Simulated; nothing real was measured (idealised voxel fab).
process module | voxel wiring stack
cross-section cut | 195 nm wide | cells 5 nm
A cross-section is a grid of square cells, given in bands from the top down. A band is one or more rows of cells.
Each band's line starts with the height of the band's top and of its bottom, in nm. Then come its materials from left to right, each with its width in nm. One material with "throughout" fills the band from edge to edge. "air" is empty space.
Height 0 is the level under which the wafer as received is all one material. The lowest band goes on downwards, as in "0 down".
A width such as "30 to 40" changes by the same amount from each row of cells to the next, from the band's top row to its bottom row.
"no change" after a step means that no cell of the cross-section changed.
closed voids: empty space of 8 cells or more with no open way to the top, each as width x height at its distance from the left edge, in nm
after a step's settings: what the simulator itself notes on the step
overlay nm, on a step with a mask: how far to the right of its planned place the mask lay; to the left if negative
Each pair below shows a cross-section before one step and the cross-section after it, down to the lowest band that changed. The line under each pair gives the step between them, with its settings. The pairs can come from different runs of this module on the same starting wafer, so a pair continues from the pair above only where its "before" says so.
before
  100 to 95: Cu throughout
  95 to 90: TiN 45 | Cu 5 | TiN 85 | Cu 5 | TiN 55
  90 to 80: SiO2 40 | TiN 5 | Cu 5 | TiN 5 | SiO2 75 | TiN 5 | Cu 5 | TiN 5 | SiO2 50
  80 to 75: SiCN 40 | TiN 15 | SiCN 75 | TiN 15 | SiCN 50
  75 to 60: SiO2 40 | TiN 5 | Cu 15 | TiN 5 | SiO2 20 | TiN 5 | Cu 15 | TiN 5 | SiO2 20 | TiN 5 | Cu 15 | TiN 5 | SiO2 40
  60 to 55: SiO2 40 | TiN 5 | Cu 5 | TiN 15 | SiO2 20 | TiN 5 | Cu 5 | TiN 15 | SiO2 20 | TiN 5 | Cu 5 | TiN 15 | SiO2 40
  55 to 40: SiO2 40 | TiN 5 | Cu 5 | TiN 5 | SiO2 30 | TiN 5 | Cu 5 | TiN 5 | SiO2 30 | TiN 5 | Cu 5 | TiN 5 | SiO2 50
  40 to 35: SiCN 40 | TiN 15 | SiCN 30 | TiN 15 | SiCN 30 | TiN 15 | SiCN 50
  35 to 15: lowk 40 | TiN 5 | Ru 15 | TiN 5 | lowk 20 | TiN 5 | Ru 15 | TiN 5 | lowk 20 | TiN 5 | Ru 15 | TiN 5 | lowk 40
  15 to 10: SiCN 40 | TiN 25 | SiCN 20 | TiN 25 | SiCN 20 | TiN 25 | SiCN 40
  10 to 0: SiO2 throughout
  0 down: Si throughout
  closed voids: none
after
  95 to 90: TiN 45 | Cu 5 | TiN 85 | Cu 5 | TiN 55
  below 90: unchanged
  closed voids: none
the step between: op CMP | height nm 95
before: the cross-section after the pair above
after
  100 to 95: TiN throughout
  below 95: unchanged
  closed voids: none
the step between: op DIRECTIONAL_DEP | material TiN | thk nm 5
before: the cross-section after the pair above
after
  120 to 100: W throughout
  below 100: unchanged
  closed voids: none
the step between: op DIRECTIONAL_DEP | material W | thk nm 20
before: the cross-section after the pair above
after
  120 to 100: air 40 | W 25 | air 20 | W 25 | air 20 | W 25 | air 40
  below 100: unchanged
  closed voids: none
the step between: op MASKED_ETCH | tone cover | mask id METAL_3 | width nm 25 | pitch nm 45 | etch materials W | depth nm 20 | overlay nm 0
before: the cross-section after the pair above
after
  120 to 100: air 40 | W 25 | air 20 | W 25 | air 20 | W 25 | air 40
  100 to 95: air 40 | TiN 25 | air 20 | TiN 25 | air 20 | TiN 25 | air 40
  below 95: unchanged
  closed voids: none
the step between: op MASKED_ETCH | tone cover | mask id METAL_3 | width nm 25 | pitch nm 45 | etch materials TiN | depth nm 5 | overlay nm 0
before: the cross-section after the pair above
after
  125 to 120: air 35 | SiCN 35 | air 10 | SiCN 35 | air 10 | SiCN 35 | air 35
  120 to 100: air 35 | SiCN 5 | W 25 | SiCN 5 | air 10 | SiCN 5 | W 25 | SiCN 5 | air 10 | SiCN 5 | W 25 | SiCN 5 | air 35
  100 to 95: SiCN 40 | TiN 25 | SiCN 20 | TiN 25 | SiCN 20 | TiN 25 | SiCN 40
  below 95: unchanged
  closed voids: none
the step between: op CONFORMAL_DEP | material SiCN | thk nm 5
before: the cross-section after the pair above
after
  135 to 125: SiO2 throughout
  125 to 120: SiO2 35 | SiCN 35 | SiO2 10 | SiCN 35 | SiO2 10 | SiCN 35 | SiO2 35
  120 to 100: SiO2 35 | SiCN 5 | W 25 | SiCN 5 | SiO2 10 | SiCN 5 | W 25 | SiCN 5 | SiO2 10 | SiCN 5 | W 25 | SiCN 5 | SiO2 35
  below 100: unchanged
  closed voids: none
the step between: op FILL_DEP | material SiO2 | thk nm 10
before: the cross-section after the pair above
after
  115 to 100: SiO2 35 | SiCN 5 | W 25 | SiCN 5 | SiO2 10 | SiCN 5 | W 25 | SiCN 5 | SiO2 10 | SiCN 5 | W 25 | SiCN 5 | SiO2 35
  below 100: unchanged
  closed voids: none
the step between: op CMP | height nm 115
before: the cross-section after the pair above
after
  120 to 115: SiN throughout
  below 115: unchanged
  closed voids: none
the step between: op CONFORMAL_DEP | material SiN | thk nm 5
before
  35 to 15: lowk throughout
  15 to 10: SiCN throughout
  10 to 0: SiO2 throughout
  0 down: Si throughout
  closed voids: none
after
  35 to 15: lowk 40 | air 30 | lowk 15 | air 30 | lowk 15 | air 30 | lowk 35
  below 15: unchanged
  closed voids: none
the step between: op MASKED_ETCH | tone open | mask id METAL_1 | width nm 30 | pitch nm 45 | etch materials lowk | depth nm 20 | overlay nm 0
before: the cross-section after the pair above
after
  35 to 15: lowk 40 | air 30 | lowk 15 | air 30 | lowk 15 | air 30 | lowk 35
  15 to 10: SiCN 40 | air 25 | SiCN 20 | air 25 | SiCN 20 | air 25 | SiCN 40
  below 10: unchanged
  closed voids: none
the step between: op MASKED_ETCH | tone open | mask id METAL_1 | width nm 25 | pitch nm 45 | etch materials SiCN | depth nm 5 | overlay nm 0
before: the cross-section after the pair above
after
  40 to 35: TiN 45 | air 20 | TiN 25 | air 20 | TiN 25 | air 20 | TiN 40
  35 to 20: lowk 40 | TiN 5 | air 20 | TiN 5 | lowk 15 | TiN 5 | air 20 | TiN 5 | lowk 15 | TiN 5 | air 20 | TiN 5 | lowk 35
  20 to 15: lowk 40 | TiN 5 | air 15 | TiN 10 | lowk 15 | TiN 5 | air 15 | TiN 10 | lowk 15 | TiN 5 | air 15 | TiN 10 | lowk 35
  15 to 10: SiCN 40 | TiN 25 | SiCN 20 | TiN 25 | SiCN 20 | TiN 25 | SiCN 40
  below 10: unchanged
  closed voids: none
the step between: op CONFORMAL_DEP | material TiN | thk nm 5
before: the cross-section after the pair above
after
  45 to 40: Ru throughout
  40 to 35: TiN 45 | Ru 20 | TiN 25 | Ru 20 | TiN 25 | Ru 20 | TiN 40
  35 to 20: lowk 40 | TiN 5 | Ru 20 | TiN 5 | lowk 15 | TiN 5 | Ru 20 | TiN 5 | lowk 15 | TiN 5 | Ru 20 | TiN 5 | lowk 35
  20 to 15: lowk 40 | TiN 5 | Ru 15 | TiN 10 | lowk 15 | TiN 5 | Ru 15 | TiN 10 | lowk 15 | TiN 5 | Ru 15 | TiN 10 | lowk 35
  below 15: unchanged
  closed voids: none
the step between: op FILL_DEP | material Ru | thk nm 5
before: the cross-section after the pair above
after
  35 to 20: lowk 40 | TiN 5 | Ru 20 | TiN 5 | lowk 15 | TiN 5 | Ru 20 | TiN 5 | lowk 15 | TiN 5 | Ru 20 | TiN 5 | lowk 35
  below 20: unchanged
  closed voids: none
the step between: op CMP | height nm 35
before: the cross-section after the pair above
after
  40 to 35: SiCN throughout
  below 35: unchanged
  closed voids: none
the step between: op CONFORMAL_DEP | material SiCN | thk nm 5
before: the cross-section after the pair above
after
  75 to 40: SiO2 throughout
  below 40: unchanged
  closed voids: none
the step between: op DIRECTIONAL_DEP | material SiO2 | thk nm 35
before: the cross-section after the pair above
after
  75 to 40: SiO2 40 | air 15 | SiO2 30 | air 15 | SiO2 30 | air 15 | SiO2 50
  below 40: unchanged
  closed voids: none
the step between: op MASKED_ETCH | tone open | mask id METAL_2_HOLES | width nm 15 | pitch nm 45 | etch materials SiO2 | depth nm 35 | overlay nm 0
before: the cross-section after the pair above
after
  90 to 75: aC 40 | air 15 | aC 30 | air 15 | aC 30 | air 15 | aC 50
  75 to 55: SiO2 40 | air 15 | SiO2 30 | air 15 | SiO2 30 | air 15 | SiO2 50
  55 to 40: SiO2 40 | aC 15 | SiO2 30 | aC 15 | SiO2 30 | aC 15 | SiO2 50
  below 40: unchanged
  closed voids: none
the step between: op DIRECTIONAL_DEP | material aC | thk nm 15
before: the cross-section after the pair above
after
  120 to 90: resist 40 | air 25 | resist 20 | air 25 | resist 20 | air 25 | resist 40
  below 90: unchanged
  closed voids: none
the step between: op PATTERN | tone open | mask id METAL_2 | material resist | width nm 25 | pitch nm 45 | thk nm 30 | overlay nm 0
before: the cross-section after the pair above
after
  105 to 90: resist 40 | air 25 | resist 20 | air 25 | resist 20 | air 25 | resist 40
  90 to 75: aC 40 | air 25 | aC 20 | air 25 | aC 20 | air 25 | aC 40
  75 to 40: SiO2 40 | air 15 | SiO2 30 | air 15 | SiO2 30 | air 15 | SiO2 50
  below 40: unchanged
  closed voids: none
the step between: op DIRECTIONAL_ETCH | etch materials aC | depth nm 15
before: the cross-section after the pair above
after
  90 to 75: aC 40 | air 25 | aC 20 | air 25 | aC 20 | air 25 | aC 40
  below 75: unchanged
  closed voids: none
the step between: op STRIP | etch materials resist
before: the cross-section after the pair above
after
  90 to 75: aC 40 | air 25 | aC 20 | air 25 | aC 20 | air 25 | aC 40
  75 to 55: SiO2 40 | air 25 | SiO2 20 | air 25 | SiO2 20 | air 25 | SiO2 40
  below 55: unchanged
  closed voids: none
the step between: op DIRECTIONAL_ETCH | etch materials SiO2 | depth nm 20
before: the cross-section after the pair above
after
  90 to 75: aC 40 | air 25 | aC 20 | air 25 | aC 20 | air 25 | aC 40
  75 to 55: SiO2 40 | air 25 | SiO2 20 | air 25 | SiO2 20 | air 25 | SiO2 40
  55 to 40: SiO2 40 | air 15 | SiO2 30 | air 15 | SiO2 30 | air 15 | SiO2 50
  40 to 35: SiCN 40 | air 15 | SiCN 30 | air 15 | SiCN 30 | air 15 | SiCN 50
  below 35: unchanged
  closed voids: none
the step between: op DIRECTIONAL_ETCH | etch materials SiCN | depth nm 5
before: the cross-section after the pair above
after
  75 to 55: SiO2 40 | air 25 | SiO2 20 | air 25 | SiO2 20 | air 25 | SiO2 40
  below 55: unchanged
  closed voids: none
the step between: op STRIP | etch materials aC
before: the cross-section after the pair above
after
  80 to 75: TiN 45 | air 15 | TiN 30 | air 15 | TiN 30 | air 15 | TiN 45
  75 to 60: SiO2 40 | TiN 5 | air 15 | TiN 5 | SiO2 20 | TiN 5 | air 15 | TiN 5 | SiO2 20 | TiN 5 | air 15 | TiN 5 | SiO2 40
  60 to 55: SiO2 40 | TiN 5 | air 5 | TiN 15 | SiO2 20 | TiN 5 | air 5 | TiN 15 | SiO2 20 | TiN 5 | air 5 | TiN 15 | SiO2 40
  55 to 40: SiO2 40 | TiN 5 | air 5 | TiN 5 | SiO2 30 | TiN 5 | air 5 | TiN 5 | SiO2 30 | TiN 5 | air 5 | TiN 5 | SiO2 50
  40 to 35: SiCN 40 | TiN 15 | SiCN 30 | TiN 15 | SiCN 30 | TiN 15 | SiCN 50
  below 35: unchanged
  closed voids: none
the step between: op CONFORMAL_DEP | material TiN | thk nm 5
before: the cross-section after the pair above
after
  85 to 80: Cu throughout
  80 to 75: TiN 45 | Cu 15 | TiN 30 | Cu 15 | TiN 30 | Cu 15 | TiN 45
  75 to 60: SiO2 40 | TiN 5 | Cu 15 | TiN 5 | SiO2 20 | TiN 5 | Cu 15 | TiN 5 | SiO2 20 | TiN 5 | Cu 15 | TiN 5 | SiO2 40
  60 to 55: SiO2 40 | TiN 5 | Cu 5 | TiN 15 | SiO2 20 | TiN 5 | Cu 5 | TiN 15 | SiO2 20 | TiN 5 | Cu 5 | TiN 15 | SiO2 40
  55 to 40: SiO2 40 | TiN 5 | Cu 5 | TiN 5 | SiO2 30 | TiN 5 | Cu 5 | TiN 5 | SiO2 30 | TiN 5 | Cu 5 | TiN 5 | SiO2 50
  below 40: unchanged
  closed voids: none
the step between: op FILL_DEP | material Cu | thk nm 5
before: the cross-section after the pair above
after
  75 to 60: SiO2 40 | TiN 5 | Cu 15 | TiN 5 | SiO2 20 | TiN 5 | Cu 15 | TiN 5 | SiO2 20 | TiN 5 | Cu 15 | TiN 5 | SiO2 40
  below 60: unchanged
  closed voids: none
the step between: op CMP | height nm 75
before: the cross-section after the pair above
after
  80 to 75: SiCN throughout
  below 75: unchanged
  closed voids: none
the step between: op CONFORMAL_DEP | material SiCN | thk nm 5
before: the cross-section after the pair above
after
  90 to 80: SiO2 throughout
  below 80: unchanged
  closed voids: none
the step between: op DIRECTIONAL_DEP | material SiO2 | thk nm 10
before: the cross-section after the pair above
after
  100 to 90: aC throughout
  below 90: unchanged
  closed voids: none
the step between: op DIRECTIONAL_DEP | material aC | thk nm 10
before: the cross-section after the pair above
after
  125 to 100: resist 40 | air 15 | resist 75 | air 15 | resist 50
  below 100: unchanged
  closed voids: none
the step between: op PATTERN | tone open | mask id PLUG_2 | material resist | width nm 15 | pitch nm 90 | thk nm 25 | overlay nm 0
before: the cross-section after the pair above
after
  115 to 100: resist 40 | air 15 | resist 75 | air 15 | resist 50
  100 to 90: aC 40 | air 15 | aC 75 | air 15 | aC 50
  below 90: unchanged
  closed voids: none
the step between: op DIRECTIONAL_ETCH | etch materials aC | depth nm 10
before: the cross-section after the pair above
after
  100 to 90: aC 40 | air 15 | aC 75 | air 15 | aC 50
  below 90: unchanged
  closed voids: none
the step between: op STRIP | etch materials resist
before: the cross-section after the pair above
after
  100 to 90: aC 40 | air 15 | aC 75 | air 15 | aC 50
  90 to 80: SiO2 40 | air 15 | SiO2 75 | air 15 | SiO2 50
  below 80: unchanged
  closed voids: none
the step between: op DIRECTIONAL_ETCH | etch materials SiO2 | depth nm 10
before: the cross-section after the pair above
after
  100 to 90: aC 40 | air 15 | aC 75 | air 15 | aC 50
  90 to 80: SiO2 40 | air 15 | SiO2 75 | air 15 | SiO2 50
  80 to 75: SiCN 40 | air 15 | SiCN 75 | air 15 | SiCN 50
  below 75: unchanged
  closed voids: none
the step between: op DIRECTIONAL_ETCH | etch materials SiCN | depth nm 5
before: the cross-section after the pair above
after
  90 to 80: SiO2 40 | air 15 | SiO2 75 | air 15 | SiO2 50
  below 80: unchanged
  closed voids: none
the step between: op STRIP | etch materials aC
before: the cross-section after the pair above
after
  95 to 90: TiN 45 | air 5 | TiN 85 | air 5 | TiN 55
  90 to 80: SiO2 40 | TiN 5 | air 5 | TiN 5 | SiO2 75 | TiN 5 | air 5 | TiN 5 | SiO2 50
  80 to 75: SiCN 40 | TiN 15 | SiCN 75 | TiN 15 | SiCN 50
  below 75: unchanged
  closed voids: none
the step between: op CONFORMAL_DEP | material TiN | thk nm 5
before: the cross-section after the pair above
after
  100 to 95: Cu throughout
  95 to 90: TiN 45 | Cu 5 | TiN 85 | Cu 5 | TiN 55
  90 to 80: SiO2 40 | TiN 5 | Cu 5 | TiN 5 | SiO2 75 | TiN 5 | Cu 5 | TiN 5 | SiO2 50
  below 80: unchanged
  closed voids: none
the step between: op FILL_DEP | material Cu | thk nm 5
before: the cross-section after the pair above
after
  90 to 80: SiO2 40 | TiN 5 | Cu 5 | TiN 5 | SiO2 75 | TiN 5 | Cu 5 | TiN 5 | SiO2 50
  below 80: unchanged
  closed voids: none
the step between: op CMP | height nm 90
before: the cross-section after the pair above
after
  95 to 90: TiN throughout
  below 90: unchanged
  closed voids: none
the step between: op DIRECTIONAL_DEP | material TiN | thk nm 5
before: the cross-section after the pair above
after
  115 to 95: W throughout
  below 95: unchanged
  closed voids: none
the step between: op DIRECTIONAL_DEP | material W | thk nm 20
before: the cross-section after the pair above
after
  115 to 95: air 40 | W 25 | air 20 | W 25 | air 20 | W 25 | air 40
  below 95: unchanged
  closed voids: none
the step between: op MASKED_ETCH | tone cover | mask id METAL_3 | width nm 25 | pitch nm 45 | etch materials W | depth nm 20 | overlay nm 0
before: the cross-section after the pair above
after
  115 to 95: air 40 | W 25 | air 20 | W 25 | air 20 | W 25 | air 40
  95 to 90: air 40 | TiN 25 | air 20 | TiN 25 | air 20 | TiN 25 | air 40
  below 90: unchanged
  closed voids: none
the step between: op MASKED_ETCH | tone cover | mask id METAL_3 | width nm 25 | pitch nm 45 | etch materials TiN | depth nm 5 | overlay nm 0
before: the cross-section after the pair above
after
  120 to 115: air 35 | SiCN 35 | air 10 | SiCN 35 | air 10 | SiCN 35 | air 35
  115 to 95: air 35 | SiCN 5 | W 25 | SiCN 5 | air 10 | SiCN 5 | W 25 | SiCN 5 | air 10 | SiCN 5 | W 25 | SiCN 5 | air 35
  95 to 90: SiCN 40 | TiN 25 | SiCN 20 | TiN 25 | SiCN 20 | TiN 25 | SiCN 40
  below 90: unchanged
  closed voids: none
the step between: op CONFORMAL_DEP | material SiCN | thk nm 5
before: the cross-section after the pair above
after
  130 to 120: SiO2 throughout
  120 to 115: SiO2 35 | SiCN 35 | SiO2 10 | SiCN 35 | SiO2 10 | SiCN 35 | SiO2 35
  115 to 95: SiO2 35 | SiCN 5 | W 25 | SiCN 5 | SiO2 10 | SiCN 5 | W 25 | SiCN 5 | SiO2 10 | SiCN 5 | W 25 | SiCN 5 | SiO2 35
  below 95: unchanged
  closed voids: none
the step between: op FILL_DEP | material SiO2 | thk nm 10
before: the cross-section after the pair above
after
  115 to 95: SiO2 35 | SiCN 5 | W 25 | SiCN 5 | SiO2 10 | SiCN 5 | W 25 | SiCN 5 | SiO2 10 | SiCN 5 | W 25 | SiCN 5 | SiO2 35
  below 95: unchanged
  closed voids: none
the step between: op CMP | height nm 115
before: the cross-section after the pair above
after
  120 to 115: SiN throughout
  below 115: unchanged
  closed voids: none
the step between: op CONFORMAL_DEP | material SiN | thk nm 5
before
  100 to 90: aC throughout
  90 to 80: SiO2 throughout
  80 to 75: SiCN throughout
  75 to 60: SiO2 40 | TiN 5 | Cu 15 | TiN 5 | SiO2 20 | TiN 5 | Cu 15 | TiN 5 | SiO2 20 | TiN 5 | Cu 15 | TiN 5 | SiO2 40
  60 to 55: SiO2 40 | TiN 5 | Cu 5 | TiN 15 | SiO2 20 | TiN 5 | Cu 5 | TiN 15 | SiO2 20 | TiN 5 | Cu 5 | TiN 15 | SiO2 40
  55 to 40: SiO2 40 | TiN 5 | Cu 5 | TiN 5 | SiO2 30 | TiN 5 | Cu 5 | TiN 5 | SiO2 30 | TiN 5 | Cu 5 | TiN 5 | SiO2 50
  40 to 35: SiCN 40 | TiN 15 | SiCN 30 | TiN 15 | SiCN 30 | TiN 15 | SiCN 50
  35 to 15: lowk 40 | TiN 5 | Ru 15 | TiN 5 | lowk 20 | TiN 5 | Ru 15 | TiN 5 | lowk 20 | TiN 5 | Ru 15 | TiN 5 | lowk 40
  15 to 10: SiCN 40 | TiN 25 | SiCN 20 | TiN 25 | SiCN 20 | TiN 25 | SiCN 40
  10 to 0: SiO2 throughout
  0 down: Si throughout
  closed voids: none
after
  125 to 100: resist 45 | air 15 | resist 75 | air 15 | resist 45
  below 100: unchanged
  closed voids: none
the step between: op PATTERN | tone open | mask id PLUG_2 | material resist | width nm 15 | pitch nm 90 | thk nm 25 | overlay nm 5
before: the cross-section after the pair above
after
  115 to 100: resist 45 | air 15 | resist 75 | air 15 | resist 45
  100 to 90: aC 45 | air 15 | aC 75 | air 15 | aC 45
  below 90: unchanged
  closed voids: none
the step between: op DIRECTIONAL_ETCH | etch materials aC | depth nm 10
before: the cross-section after the pair above
after
  100 to 90: aC 45 | air 15 | aC 75 | air 15 | aC 45
  below 90: unchanged
  closed voids: none
the step between: op STRIP | etch materials resist
before: the cross-section after the pair above
after
  100 to 90: aC 45 | air 15 | aC 75 | air 15 | aC 45
  90 to 80: SiO2 45 | air 15 | SiO2 75 | air 15 | SiO2 45
  below 80: unchanged
  closed voids: none
the step between: op DIRECTIONAL_ETCH | etch materials SiO2 | depth nm 10
before: the cross-section after the pair above
after
  100 to 90: aC 45 | air 15 | aC 75 | air 15 | aC 45
  90 to 80: SiO2 45 | air 15 | SiO2 75 | air 15 | SiO2 45
  80 to 75: SiCN 45 | air 15 | SiCN 75 | air 15 | SiCN 45
  below 75: unchanged
  closed voids: none
the step between: op DIRECTIONAL_ETCH | etch materials SiCN | depth nm 5
before: the cross-section after the pair above
after
  90 to 80: SiO2 45 | air 15 | SiO2 75 | air 15 | SiO2 45
  below 80: unchanged
  closed voids: none
the step between: op STRIP | etch materials aC
before: the cross-section after the pair above
after
  95 to 90: TiN 50 | air 5 | TiN 85 | air 5 | TiN 50
  90 to 80: SiO2 45 | TiN 5 | air 5 | TiN 5 | SiO2 75 | TiN 5 | air 5 | TiN 5 | SiO2 45
  80 to 75: SiCN 45 | TiN 15 | SiCN 75 | TiN 15 | SiCN 45
  below 75: unchanged
  closed voids: none
the step between: op CONFORMAL_DEP | material TiN | thk nm 5
before: the cross-section after the pair above
after
  100 to 95: Cu throughout
  95 to 90: TiN 50 | Cu 5 | TiN 85 | Cu 5 | TiN 50
  90 to 80: SiO2 45 | TiN 5 | Cu 5 | TiN 5 | SiO2 75 | TiN 5 | Cu 5 | TiN 5 | SiO2 45
  below 80: unchanged
  closed voids: none
the step between: op FILL_DEP | material Cu | thk nm 5
before: the cross-section after the pair above
after
  90 to 80: SiO2 45 | TiN 5 | Cu 5 | TiN 5 | SiO2 75 | TiN 5 | Cu 5 | TiN 5 | SiO2 45
  below 80: unchanged
  closed voids: none
the step between: op CMP | height nm 90
before: the cross-section after the pair above
after
  95 to 90: TiN throughout
  below 90: unchanged
  closed voids: none
the step between: op DIRECTIONAL_DEP | material TiN | thk nm 5
before: the cross-section after the pair above
after
  115 to 95: W throughout
  below 95: unchanged
  closed voids: none
the step between: op DIRECTIONAL_DEP | material W | thk nm 20
before: the cross-section after the pair above
after
  115 to 95: air 40 | W 25 | air 20 | W 25 | air 20 | W 25 | air 40
  below 95: unchanged
  closed voids: none
the step between: op MASKED_ETCH | tone cover | mask id METAL_3 | width nm 25 | pitch nm 45 | etch materials W | depth nm 20 | overlay nm 0
before: the cross-section after the pair above
after
  115 to 95: air 40 | W 25 | air 20 | W 25 | air 20 | W 25 | air 40
  95 to 90: air 40 | TiN 25 | air 20 | TiN 25 | air 20 | TiN 25 | air 40
  below 90: unchanged
  closed voids: none
the step between: op MASKED_ETCH | tone cover | mask id METAL_3 | width nm 25 | pitch nm 45 | etch materials TiN | depth nm 5 | overlay nm 0
before: the cross-section after the pair above
after
  120 to 115: air 35 | SiCN 35 | air 10 | SiCN 35 | air 10 | SiCN 35 | air 35
  115 to 95: air 35 | SiCN 5 | W 25 | SiCN 5 | air 10 | SiCN 5 | W 25 | SiCN 5 | air 10 | SiCN 5 | W 25 | SiCN 5 | air 35
  95 to 90: SiCN 40 | TiN 25 | SiCN 20 | TiN 25 | SiCN 20 | TiN 25 | SiCN 40
  below 90: unchanged
  closed voids: none
the step between: op CONFORMAL_DEP | material SiCN | thk nm 5
before: the cross-section after the pair above
after
  130 to 120: SiO2 throughout
  120 to 115: SiO2 35 | SiCN 35 | SiO2 10 | SiCN 35 | SiO2 10 | SiCN 35 | SiO2 35
  115 to 95: SiO2 35 | SiCN 5 | W 25 | SiCN 5 | SiO2 10 | SiCN 5 | W 25 | SiCN 5 | SiO2 10 | SiCN 5 | W 25 | SiCN 5 | SiO2 35
  below 95: unchanged
  closed voids: none
the step between: op FILL_DEP | material SiO2 | thk nm 10
before: the cross-section after the pair above
after
  115 to 95: SiO2 35 | SiCN 5 | W 25 | SiCN 5 | SiO2 10 | SiCN 5 | W 25 | SiCN 5 | SiO2 10 | SiCN 5 | W 25 | SiCN 5 | SiO2 35
  below 95: unchanged
  closed voids: none
the step between: op CMP | height nm 115
before: the cross-section after the pair above
after
  120 to 115: SiN throughout
  below 115: unchanged
  closed voids: none
the step between: op CONFORMAL_DEP | material SiN | thk nm 5
before
  15 to 10: SiCN throughout
  10 to 0: SiO2 throughout
  0 down: Si throughout
  closed voids: none
after
  35 to 15: W throughout
  below 15: unchanged
  closed voids: none
the step between: op DIRECTIONAL_DEP | material W | thk nm 20
before: the cross-section after the pair above
after
  40 to 35: TiN throughout
  below 35: unchanged
  closed voids: none
the step between: op CONFORMAL_DEP | material TiN | thk nm 5
before: the cross-section after the pair above
after
  45 to 40: Ru throughout
  below 40: unchanged
  closed voids: none
the step between: op FILL_DEP | material Ru | thk nm 5
before: the cross-section after the pair above
after
  35 to 15: W throughout
  below 15: unchanged
  closed voids: none
the step between: op CMP | height nm 35
before: the cross-section after the pair above
after
  40 to 35: SiCN throughout
  below 35: unchanged
  closed voids: none
the step between: op CONFORMAL_DEP | material SiCN | thk nm 5
before: the cross-section after the pair above
after
  75 to 40: SiO2 throughout
  below 40: unchanged
  closed voids: none
the step between: op DIRECTIONAL_DEP | material SiO2 | thk nm 35
before: the cross-section after the pair above
after
  75 to 40: SiO2 40 | air 15 | SiO2 30 | air 15 | SiO2 30 | air 15 | SiO2 50
  below 40: unchanged
  closed voids: none
the step between: op MASKED_ETCH | tone open | mask id METAL_2_HOLES | width nm 15 | pitch nm 45 | etch materials SiO2 | depth nm 35 | overlay nm 0
before: the cross-section after the pair above
after
  90 to 75: aC 40 | air 15 | aC 30 | air 15 | aC 30 | air 15 | aC 50
  75 to 55: SiO2 40 | air 15 | SiO2 30 | air 15 | SiO2 30 | air 15 | SiO2 50
  55 to 40: SiO2 40 | aC 15 | SiO2 30 | aC 15 | SiO2 30 | aC 15 | SiO2 50
  below 40: unchanged
  closed voids: none
the step between: op DIRECTIONAL_DEP | material aC | thk nm 15
before: the cross-section after the pair above
after
  120 to 90: resist 40 | air 25 | resist 20 | air 25 | resist 20 | air 25 | resist 40
  below 90: unchanged
  closed voids: none
the step between: op PATTERN | tone open | mask id METAL_2 | material resist | width nm 25 | pitch nm 45 | thk nm 30 | overlay nm 0
before: the cross-section after the pair above
after
  105 to 90: resist 40 | air 25 | resist 20 | air 25 | resist 20 | air 25 | resist 40
  90 to 75: aC 40 | air 25 | aC 20 | air 25 | aC 20 | air 25 | aC 40
  75 to 40: SiO2 40 | air 15 | SiO2 30 | air 15 | SiO2 30 | air 15 | SiO2 50
  below 40: unchanged
  closed voids: none
the step between: op DIRECTIONAL_ETCH | etch materials aC | depth nm 15
before: the cross-section after the pair above
after
  90 to 75: aC 40 | air 25 | aC 20 | air 25 | aC 20 | air 25 | aC 40
  below 75: unchanged
  closed voids: none
the step between: op STRIP | etch materials resist
before: the cross-section after the pair above
after
  90 to 75: aC 40 | air 25 | aC 20 | air 25 | aC 20 | air 25 | aC 40
  75 to 55: SiO2 40 | air 25 | SiO2 20 | air 25 | SiO2 20 | air 25 | SiO2 40
  below 55: unchanged
  closed voids: none
the step between: op DIRECTIONAL_ETCH | etch materials SiO2 | depth nm 20
before: the cross-section after the pair above
after
  90 to 75: aC 40 | air 25 | aC 20 | air 25 | aC 20 | air 25 | aC 40
  75 to 55: SiO2 40 | air 25 | SiO2 20 | air 25 | SiO2 20 | air 25 | SiO2 40
  55 to 40: SiO2 40 | air 15 | SiO2 30 | air 15 | SiO2 30 | air 15 | SiO2 50
  40 to 35: SiCN 40 | air 15 | SiCN 30 | air 15 | SiCN 30 | air 15 | SiCN 50
  below 35: unchanged
  closed voids: none
the step between: op DIRECTIONAL_ETCH | etch materials SiCN | depth nm 5
before: the cross-section after the pair above
after
  75 to 55: SiO2 40 | air 25 | SiO2 20 | air 25 | SiO2 20 | air 25 | SiO2 40
  below 55: unchanged
  closed voids: none
the step between: op STRIP | etch materials aC
before: the cross-section after the pair above
after
  80 to 75: TiN 45 | air 15 | TiN 30 | air 15 | TiN 30 | air 15 | TiN 45
  75 to 60: SiO2 40 | TiN 5 | air 15 | TiN 5 | SiO2 20 | TiN 5 | air 15 | TiN 5 | SiO2 20 | TiN 5 | air 15 | TiN 5 | SiO2 40
  60 to 55: SiO2 40 | TiN 5 | air 5 | TiN 15 | SiO2 20 | TiN 5 | air 5 | TiN 15 | SiO2 20 | TiN 5 | air 5 | TiN 15 | SiO2 40
  55 to 40: SiO2 40 | TiN 5 | air 5 | TiN 5 | SiO2 30 | TiN 5 | air 5 | TiN 5 | SiO2 30 | TiN 5 | air 5 | TiN 5 | SiO2 50
  40 to 35: SiCN 40 | TiN 15 | SiCN 30 | TiN 15 | SiCN 30 | TiN 15 | SiCN 50
  below 35: unchanged
  closed voids: none
the step between: op CONFORMAL_DEP | material TiN | thk nm 5
before: the cross-section after the pair above
after
  85 to 80: Cu throughout
  80 to 75: TiN 45 | Cu 15 | TiN 30 | Cu 15 | TiN 30 | Cu 15 | TiN 45
  75 to 60: SiO2 40 | TiN 5 | Cu 15 | TiN 5 | SiO2 20 | TiN 5 | Cu 15 | TiN 5 | SiO2 20 | TiN 5 | Cu 15 | TiN 5 | SiO2 40
  60 to 55: SiO2 40 | TiN 5 | Cu 5 | TiN 15 | SiO2 20 | TiN 5 | Cu 5 | TiN 15 | SiO2 20 | TiN 5 | Cu 5 | TiN 15 | SiO2 40
  55 to 40: SiO2 40 | TiN 5 | Cu 5 | TiN 5 | SiO2 30 | TiN 5 | Cu 5 | TiN 5 | SiO2 30 | TiN 5 | Cu 5 | TiN 5 | SiO2 50
  below 40: unchanged
  closed voids: none
the step between: op FILL_DEP | material Cu | thk nm 5
before: the cross-section after the pair above
after
  75 to 60: SiO2 40 | TiN 5 | Cu 15 | TiN 5 | SiO2 20 | TiN 5 | Cu 15 | TiN 5 | SiO2 20 | TiN 5 | Cu 15 | TiN 5 | SiO2 40
  below 60: unchanged
  closed voids: none
the step between: op CMP | height nm 75
before: the cross-section after the pair above
after
  80 to 75: SiCN throughout
  below 75: unchanged
  closed voids: none
the step between: op CONFORMAL_DEP | material SiCN | thk nm 5
before: the cross-section after the pair above
after
  90 to 80: SiO2 throughout
  below 80: unchanged
  closed voids: none
the step between: op DIRECTIONAL_DEP | material SiO2 | thk nm 10
before: the cross-section after the pair above
after
  100 to 90: aC throughout
  below 90: unchanged
  closed voids: none
the step between: op DIRECTIONAL_DEP | material aC | thk nm 10
before: the cross-section after the pair above
after
  125 to 100: resist 40 | air 15 | resist 75 | air 15 | resist 50
  below 100: unchanged
  closed voids: none
the step between: op PATTERN | tone open | mask id PLUG_2 | material resist | width nm 15 | pitch nm 90 | thk nm 25 | overlay nm 0
